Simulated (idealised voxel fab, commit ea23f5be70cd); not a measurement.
Process module heading - voxel spacer lines
Cross-section cut spans 155 nm and uses square cells 5 nm in size.
A cross-section in this document is a grid of square cells, and it is written down as bands, the top band listed before the ones below it; a band is made up of one or more rows of cells. First you get the band's top height and its bottom height, in nm, and then the materials it's made of, left to right, with each width in nm. If you see a single material with "full width", that one covers the band edge to edge. "air" is empty space. Convention: height 0 is the level below which the wafer, as received, is all one material. The lowest band does not terminate at the bottom but continues downward, represented as "0..down". A width given as "30..40" starts at the first number in the band's top row and ends at the second number in its bottom row, shifting by an equal amount at every step from row to row. "changes: none" for a step: no cell of the cross-section changed in that step. Under "Enclosed voids" you'll find the enclosed gaps, the ones with no way out to the top, that are 8 cells or bigger; each reads width x height at distance, with distance counted from the left edge, everything in nm. Anything after a step's settings on that line? It's the simulator's own note about the step. overlay nm, on a step with a mask: how far to the right of its planned place the mask lay; to the left if negative.

-- Steps in the process plan
1: RECEIVE, material Si
2: CONFORMAL_DEP, material Al2O3, thk nm 5
3: DIRECTIONAL_DEP, material W, thk nm 20
4: DIRECTIONAL_DEP, material polySi, thk nm 25
5: PATTERN, tone cover, mask id MANDREL, material resist, width nm 15, pitch nm 50, thk nm 30, overlay nm 0
6: DIRECTIONAL_ETCH, etch materials polySi, depth nm 25
7: STRIP, etch materials resist
8: CONFORMAL_DEP, material SiO2, thk nm 10
9: DIRECTIONAL_ETCH, etch materials SiO2, depth nm 10
10: STRIP, etch materials polySi
11: DIRECTIONAL_ETCH, etch materials W, depth nm 20
12: STRIP, etch materials SiO2
13: FILL_DEP, material SiO2, thk nm 5
14: CMP, height nm 25

-- First of two wafers - as planned

-- as received, after step 1
    0..down = Si full width
    Enclosed voids: none

-- Wafer after step 2 (cross-section)
    5..0 = Al2O3 full width
    Below 0, no change.

-- Wafer after step 3 (cross-section)
    25..5 = W full width
    Below 5, no change.

-- Wafer after step 4 (cross-section)
    50..25 = polySi full width
    Below 25, no change.

-- Wafer after step 5 (cross-section)
    80..50 = air=20  resist=15  air=35  resist=15  air=35  resist=15  air=20
    Below 50, no change.

-- Wafer after step 6 (cross-section)
    80..50 = air=20  resist=15  air=35  resist=15  air=35  resist=15  air=20
    50..25 = air=20  polySi=15  air=35  polySi=15  air=35  polySi=15  air=20
    Below 25, no change.

-- Wafer after step 7 (cross-section)
    50..25 = air=20  polySi=15  air=35  polySi=15  air=35  polySi=15  air=20
    Below 25, no change.

-- Wafer after step 8 (cross-section)
    60..50 = air=10  SiO2=35  air=15  SiO2=35  air=15  SiO2=35  air=10
    50..35 = air=10  SiO2=10  polySi=15  SiO2=10  air=15  SiO2=10  polySi=15  SiO2=10  air=15  SiO2=10  polySi=15  SiO2=10  air=10
    35..25 = SiO2=20  polySi=15  SiO2=35  polySi=15  SiO2=35  polySi=15  SiO2=20
    Below 25, no change.

-- Wafer after step 9 (cross-section)
    50..25 = air=10  SiO2=10  polySi=15  SiO2=10  air=15  SiO2=10  polySi=15  SiO2=10  air=15  SiO2=10  polySi=15  SiO2=10  air=10
    Below 25, no change.

-- Wafer after step 10 (cross-section)
    50..25 = air=10  SiO2=10  air=15  SiO2=10  air=15  SiO2=10  air=15  SiO2=10  air=15  SiO2=10  air=15  SiO2=10  air=10
    Below 25, no change.

-- Wafer after step 11 (cross-section)
    50..25 = air=10  SiO2=10  air=15  SiO2=10  air=15  SiO2=10  air=15  SiO2=10  air=15  SiO2=10  air=15  SiO2=10  air=10
    25..5 = air=10  W=10  air=15  W=10  air=15  W=10  air=15  W=10  air=15  W=10  air=15  W=10  air=10
    Below 5, no change.

-- Wafer after step 12 (cross-section)
    25..5 = air=10  W=10  air=15  W=10  air=15  W=10  air=15  W=10  air=15  W=10  air=15  W=10  air=10
    Below 5, no change.

-- Wafer after step 13 (cross-section)
    30..25 = SiO2 full width
    25..5 = SiO2=10  W=10  SiO2=15  W=10  SiO2=15  W=10  SiO2=15  W=10  SiO2=15  W=10  SiO2=15  W=10  SiO2=10
    Below 5, no change.

-- Wafer after step 14 (cross-section)
    25..5 = SiO2=10  W=10  SiO2=15  W=10  SiO2=15  W=10  SiO2=15  W=10  SiO2=15  W=10  SiO2=15  W=10  SiO2=10
    Below 5, no change.

-- Second Wafer (Identical Start and Plan, One Processing Error; Matches First Wafer Through Step 1)

-- Cross-section, second wafer, at the end time the plan gives for step 2
    20..0 = W full width
    Below 0, no change.

-- Cross-section, second wafer, at the end time the plan gives for step 3
    25..20 = Al2O3 full width
    Below 20, no change.

-- Cross-section, second wafer, at the end time the plan gives for step 4
    50..25 = polySi full width
    Below 25, no change.

-- Cross-section, second wafer, at the end time the plan gives for step 5
    80..50 = air=20  resist=15  air=35  resist=15  air=35  resist=15  air=20
    Below 50, no change.

-- Cross-section, second wafer, at the end time the plan gives for step 6
    80..50 = air=20  resist=15  air=35  resist=15  air=35  resist=15  air=20
    50..25 = air=20  polySi=15  air=35  polySi=15  air=35  polySi=15  air=20
    Below 25, no change.

-- Cross-section, second wafer, at the end time the plan gives for step 7
    50..25 = air=20  polySi=15  air=35  polySi=15  air=35  polySi=15  air=20
    Below 25, no change.

-- Cross-section, second wafer, at the end time the plan gives for step 8
    60..50 = air=10  SiO2=35  air=15  SiO2=35  air=15  SiO2=35  air=10
    50..35 = air=10  SiO2=10  polySi=15  SiO2=10  air=15  SiO2=10  polySi=15  SiO2=10  air=15  SiO2=10  polySi=15  SiO2=10  air=10
    35..25 = SiO2=20  polySi=15  SiO2=35  polySi=15  SiO2=35  polySi=15  SiO2=20
    Below 25, no change.

-- Cross-section, second wafer, at the end time the plan gives for step 9
    50..25 = air=10  SiO2=10  polySi=15  SiO2=10  air=15  SiO2=10  polySi=15  SiO2=10  air=15  SiO2=10  polySi=15  SiO2=10  air=10
    Below 25, no change.

-- Cross-section, second wafer, at the end time the plan gives for step 10
    50..25 = air=10  SiO2=10  air=15  SiO2=10  air=15  SiO2=10  air=15  SiO2=10  air=15  SiO2=10  air=15  SiO2=10  air=10
    Below 25, no change.

Cross-section, second wafer, at the end time the plan gives for step 11: changes: none

-- Cross-section, second wafer, at the end time the plan gives for step 12
    25..20 = Al2O3 full width
    Below 20, no change.

-- Cross-section, second wafer, at the end time the plan gives for step 13
    30..25 = SiO2 full width
    Below 25, no change.

-- Cross-section, second wafer, at the end time the plan gives for step 14
    25..20 = Al2O3 full width
    Below 20, no change.
Run error: it was found that steps 2 and 3 of the process plan had been performed in exchanged positions
Wafer comparison, final, in cells, second relative to first, materials more or fewer: SiO2 -76 | W +76
